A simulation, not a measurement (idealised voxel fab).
Process module in this document: voxel gate over fins
cross-section cut | 180 nm wide | cells 5 nm
A cross-section is a grid of square cells, given in bands from the top down. A band is one or more rows of cells.
Within each band entry, the heights of the top and of the bottom of the band appear first, in that order and in nm; the materials of the band then follow from left to right, each with its corresponding width in nm. The designation "throughout" on a single material indicates that it fills the band from edge to edge; the designation "blank" indicates empty space.
Height 0 is the level under which the wafer as received is all one material. The lowest band goes on downwards, as in "z 0 and below".
The two numbers in a width such as "30 to 40" mark its ends across the band: the first belongs to the top row of cells, the second to the bottom row, and from each row to the next the width moves by the same amount.
"identical to before" for a step: no cell of the cross-section changed in that step.
Entry "Sealed void inventory". Content: empty spaces with no open connection to the top, size 8 cells or greater. Each: width x height at distance. Distance: from left edge. Unit: nm.
Heads up: the bit after the settings on a step's line is the simulator's remark on that step.
overlay nm: how far to the right of its planned place the mask lay on this masked step (negative: to the left).

## Set out below are the planned steps of the process
1,RECEIVE,material Si
2,CONFORMAL_DEP,material SiN,thk nm 5
3,PATTERN,tone cover,mask id FINS,material resist,width nm 15,pitch nm 35,thk nm 15,overlay nm 0
4,DIRECTIONAL_ETCH,etch materials SiN,depth nm 5
5,DIRECTIONAL_ETCH,etch materials Si,depth nm 35
6,STRIP,etch materials resist
7,FILL_DEP,material SiO2,thk nm 5
8,CMP,height nm 5
9,SELECTIVE_ETCH,etch materials SiO2,depth nm 15
10,STRIP,etch materials SiN
11,CONFORMAL_DEP,material HfO2,thk nm 5
12,CONFORMAL_DEP,material TiN,thk nm 5
13,FILL_DEP,material W,thk nm 10
14,CMP,height nm 15
15,CONFORMAL_DEP,material SiN,thk nm 5

## Cross-section: wafer on arrival = after step 1
    z 0 and below | Si throughout
    Sealed void inventory: none

## First of two wafers: cross-section at end of module, run per plan
    z 20 to 15 | SiN throughout
    z 15 to 10 | W throughout
    z 10 to 5 | 35 W; 105 TiN; 40 W
    z 5 to 0 | 35 W; 5 TiN; 25 HfO2; 10 TiN; 25 HfO2; 10 TiN; 25 HfO2; 5 TiN; 40 W
    z 0 to -5 | 40 TiN; 5 HfO2; 15 Si; 5 HfO2; 10 TiN; 5 HfO2; 15 Si; 5 HfO2; 10 TiN; 5 HfO2; 15 Si; 5 HfO2; 45 TiN
    z -5 to -10 | 45 HfO2; 15 Si; 20 HfO2; 15 Si; 20 HfO2; 15 Si; 50 HfO2
    z -10 to -35 | 45 SiO2; 15 Si; 20 SiO2; 15 Si; 20 SiO2; 15 Si; 50 SiO2
    z -35 and below | Si throughout
    Sealed void inventory: none

## Module end: cross-section of wafer two of two. Same start and process plan as the first wafer. One mistake during execution
    z 20 to 15 | SiN throughout
    z 15 to 10 | W throughout
    z 10 to 5 | 35 W; 105 TiN; 40 W
    z 5 to 0 | 35 W; 5 TiN; 25 HfO2; 10 TiN; 25 HfO2; 10 TiN; 25 HfO2; 5 TiN; 40 W
    z 0 to -10 | 35 W; 5 TiN; 5 HfO2; 15 Si; 5 HfO2; 10 TiN; 5 HfO2; 15 Si; 5 HfO2; 10 TiN; 5 HfO2; 15 Si; 5 HfO2; 5 TiN; 40 W
    z -10 to -15 | 40 TiN; 5 HfO2; 15 Si; 5 HfO2; 10 TiN; 5 HfO2; 15 Si; 5 HfO2; 10 TiN; 5 HfO2; 15 Si; 5 HfO2; 45 TiN
    z -15 to -20 | 45 HfO2; 15 Si; 20 HfO2; 15 Si; 20 HfO2; 15 Si; 50 HfO2
    z -20 to -35 | 45 SiO2; 15 Si; 20 SiO2; 15 Si; 20 SiO2; 15 Si; 50 SiO2
    z -35 and below | Si throughout
    Sealed void inventory: none
Which mistake was made when the wafer was run? step 9 did not happen as planned, as run it was SELECTIVE_ETCH,etch materials SiO2,depth nm 25
Counted in cells at the end, the second wafer holds more or fewer of these materials than the first: HfO2: 12 more, SiO2: 54 fewer, TiN: 12 more, W: 30 more
